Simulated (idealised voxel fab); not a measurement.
The name of this process module is voxel spacer lines.
Each square cell in cross-section cut measures 5 nm, and the section as a whole is 240 nm wide.
How to read a cross-section here: the picture is a grid of square cells, written as bands going from the top down, and any band can span one or more rows of cells.
Basically the band line says how high the top is and how high the bottom is, in nm, and then what's in it from left to right, every material with its width in nm. Empty space shows up as "empty", and if a single material carries "throughout" it runs the full band edge to edge.
Below 0: as-received wafer, all one material; heights counted from there. Lowest band: no bottom, goes on down, written "0 down".
Note: "30..40" means the width goes from the first number (top row of the band) to the second number (bottom row) in equal steps per row of cells.
No cell of the cross-section changed in a step that is given as "remains unaltered".
If an empty space has no open way to the top and is at least 8 cells in size, "Enclosed internal voids" lists it, written width x height at distance, where distance is measured from the left edge and every value is in nm.
Post-settings text on a step line: simulator's own remark regarding the step.
"overlay nm" answers the question of how far to the right of plan the mask lay on a step that has a mask, and when it is negative the answer is to the left.
## List of planned process steps
step 1: RECEIVE with material Si
step 2: CONFORMAL_DEP with material SiO2, thk nm 5
step 3: DIRECTIONAL_DEP with material TiN, thk nm 20
step 4: DIRECTIONAL_DEP with material aC, thk nm 20
step 5: PATTERN with tone cover, mask id MANDREL, material resist, width nm 20, pitch nm 70, thk nm 30, overlay nm 0
step 6: DIRECTIONAL_ETCH with etch materials aC, depth nm 20
step 7: STRIP with etch materials resist
step 8: CONFORMAL_DEP with material SiN, thk nm 15
step 9: DIRECTIONAL_ETCH with etch materials SiN, depth nm 15
step 10: STRIP with etch materials aC
step 11: DIRECTIONAL_ETCH with etch materials TiN, depth nm 20
step 12: STRIP with etch materials SiN
step 13: FILL_DEP with material SiO2, thk nm 5
step 14: CMP with height nm 25
## The cross-section here shows the wafer as received, i.e. in its state after step 1
  0 down | Si throughout
  Enclosed internal voids: none
## First of two wafers at the end of the module, shown in cross-section; run carried out as planned
  25 to 5 | 60 SiO2 | 15 TiN | 20 SiO2 | 15 TiN | 20 SiO2 | 15 TiN | 20 SiO2 | 15 TiN | 60 SiO2
  5 to 0 | SiO2 throughout
  0 down | Si throughout
  Enclosed internal voids: none
## Cross-sectional view of the second of two wafers upon completion of the module. This wafer shared its starting condition and process plan with the first; one error was made during its execution
  25 to 5 | aC throughout
  5 to 0 | SiO2 throughout
  0 down | Si throughout
  Enclosed internal voids: none
Which mistake was made when the wafer was run? the run placed steps 3 and 4 each in the position the plan gave to the other
Final tally in cells, some materials are higher or lower on the second wafer than on the first: -144 SiO2; -48 TiN; +192 aC
